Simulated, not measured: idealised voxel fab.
process module | voxel wiring stack
cross-section cut | 225 nm wide | cells 5 nm
A cross-section is a grid of square cells, given in bands from the top down. A band is one or more rows of cells.
Each band's line starts with the height of the band's top and of its bottom, in nm. Then come its materials from left to right, each with its width in nm. One material with "throughout" fills the band from edge to edge. "air" is empty space.
Height 0 is the level under which the wafer as received is all one material. The lowest band goes on downwards, as in "0 down".
A width such as "30 to 40" changes by the same amount from each row of cells to the next, from the band's top row to its bottom row.
"no change" after a step means that no cell of the cross-section changed.
closed voids: empty space of 8 cells or more with no open way to the top, each as width x height at its distance from the left edge, in nm
after a step's settings: what the simulator itself notes on the step
overlay nm, on a step with a mask: how far to the right of its planned place the mask lay; to the left if negative
plan
1 op RECEIVE | material Si
2 op CONFORMAL_DEP | material SiO2 | thk nm 10
3 op CONFORMAL_DEP | material SiCN | thk nm 5
4 op DIRECTIONAL_DEP | material SiO2 | thk nm 25
5 op MASKED_ETCH | tone open | mask id METAL_1 | width nm 25 | pitch nm 45 | etch materials SiO2 | depth nm 25 | overlay nm 0
6 op MASKED_ETCH | tone open | mask id METAL_1 | width nm 25 | pitch nm 45 | etch materials SiCN | depth nm 5 | overlay nm 0
7 op CONFORMAL_DEP | material TiN | thk nm 5
8 op FILL_DEP | material Ru | thk nm 5
9 op CMP | height nm 40
10 op CONFORMAL_DEP | material SiCN | thk nm 5
11 op DIRECTIONAL_DEP | material lowk | thk nm 30
12 op PATTERN | tone open | mask id METAL_2_HOLES | material resist | width nm 15 | thk nm 20 | overlay nm 0
13 op DIRECTIONAL_ETCH | etch materials lowk | depth nm 30
14 op STRIP | etch materials resist
15 op PATTERN | tone open | mask id METAL_2 | material resist | width nm 25 | pitch nm 45 | thk nm 15 | overlay nm 0
16 op DIRECTIONAL_ETCH | etch materials lowk | depth nm 15
17 op DIRECTIONAL_ETCH | etch materials SiCN | depth nm 5
18 op STRIP | etch materials resist
19 op CONFORMAL_DEP | material TiN | thk nm 5
20 op FILL_DEP | material Cu | thk nm 5
21 op CMP | height nm 75
22 op CONFORMAL_DEP | material SiCN | thk nm 5
23 op DIRECTIONAL_DEP | material SiO2 | thk nm 20
24 op PATTERN | tone open | mask id PLUG_2 | material resist | width nm 15 | pitch nm 45 | thk nm 20 | overlay nm 0
25 op DIRECTIONAL_ETCH | etch materials SiO2 | depth nm 20
26 op DIRECTIONAL_ETCH | etch materials SiCN | depth nm 5
27 op STRIP | etch materials resist
28 op EPI | material Ru | thk nm 10
29 op EPI | material Ru | thk nm 10
30 op EPI | material Ru | thk nm 5
31 op DIRECTIONAL_DEP | material TiN | thk nm 5
32 op DIRECTIONAL_DEP | material Ru | thk nm 20
33 op DIRECTIONAL_DEP | material aC | thk nm 15
34 op PATTERN | tone cover | mask id METAL_3 | material resist | width nm 25 | pitch nm 45 | thk nm 30 | overlay nm 0
35 op DIRECTIONAL_ETCH | etch materials aC | depth nm 15
36 op STRIP | etch materials resist
37 op DIRECTIONAL_ETCH | etch materials Ru | depth nm 20
38 op DIRECTIONAL_ETCH | etch materials TiN | depth nm 5
39 op STRIP | etch materials aC
40 op FILL_DEP | material SiO2 | thk nm 10
41 op CMP | height nm 125
42 op CONFORMAL_DEP | material SiCN | thk nm 5
as received, after step 1
  0 down: Si throughout
  closed voids: none
first wafer at the end, as planned
  130 to 125: SiCN throughout
  125 to 105: SiO2 75 | Ru 25 | SiO2 20 | Ru 25 | SiO2 80
  105 to 100: SiO2 75 | TiN 25 | SiO2 20 | TiN 25 | SiO2 80
  100 to 80: SiO2 75 | Ru 15 | SiO2 30 | Ru 15 | SiO2 90
  80 to 75: SiCN 75 | Ru 15 | SiCN 30 | Ru 15 | SiCN 90
  75 to 65: lowk 75 | TiN 5 | Cu 15 | TiN 5 | lowk 20 | TiN 5 | Cu 15 | TiN 5 | lowk 80
  65 to 60: lowk 75 | TiN 5 | Cu 5 | TiN 15 | lowk 20 | TiN 25 | lowk 80
  60 to 45: lowk 75 | TiN 5 | Cu 5 | TiN 5 | lowk 135
  45 to 40: SiCN 75 | TiN 15 | SiCN 135
  40 to 15: SiO2 75 | TiN 5 | Ru 15 | TiN 5 | SiO2 20 | TiN 5 | Ru 15 | TiN 5 | SiO2 80
  15 to 10: SiCN 75 | TiN 25 | SiCN 20 | TiN 25 | SiCN 80
  10 to 0: SiO2 throughout
  0 down: Si throughout
  closed voids: none
second wafer at the end: like start, like plan, one mistake
  130 to 125: SiCN throughout
  125 to 115: SiO2 75 | Ru 25 | SiO2 20 | Ru 25 | SiO2 80
  115 to 110: SiO2 75 | TiN 25 | SiO2 20 | TiN 25 | SiO2 80
  110 to 100: SiO2 65 | Ru 35 | SiO2 10 | Ru 35 | SiO2 80
  100 to 80: SiO2 75 | Ru 15 | SiO2 30 | Ru 15 | SiO2 90
  80 to 75: SiCN 75 | Ru 15 | SiCN 30 | Ru 15 | SiCN 90
  75 to 65: lowk 75 | TiN 5 | Cu 15 | TiN 5 | lowk 20 | TiN 5 | Cu 15 | TiN 5 | lowk 80
  65 to 60: lowk 75 | TiN 5 | Cu 5 | TiN 15 | lowk 20 | TiN 25 | lowk 80
  60 to 45: lowk 75 | TiN 5 | Cu 5 | TiN 5 | lowk 135
  45 to 40: SiCN 75 | TiN 15 | SiCN 135
  40 to 15: SiO2 75 | TiN 5 | Ru 15 | TiN 5 | SiO2 20 | TiN 5 | Ru 15 | TiN 5 | SiO2 80
  15 to 10: SiCN 75 | TiN 25 | SiCN 20 | TiN 25 | SiCN 80
  10 to 0: SiO2 throughout
  0 down: Si throughout
  closed voids: none
what went wrong: one of the steps 28 and 29, which are alike, was run twice
at the end the second wafer has, in cells: 8 more of Ru | 8 fewer of SiO2
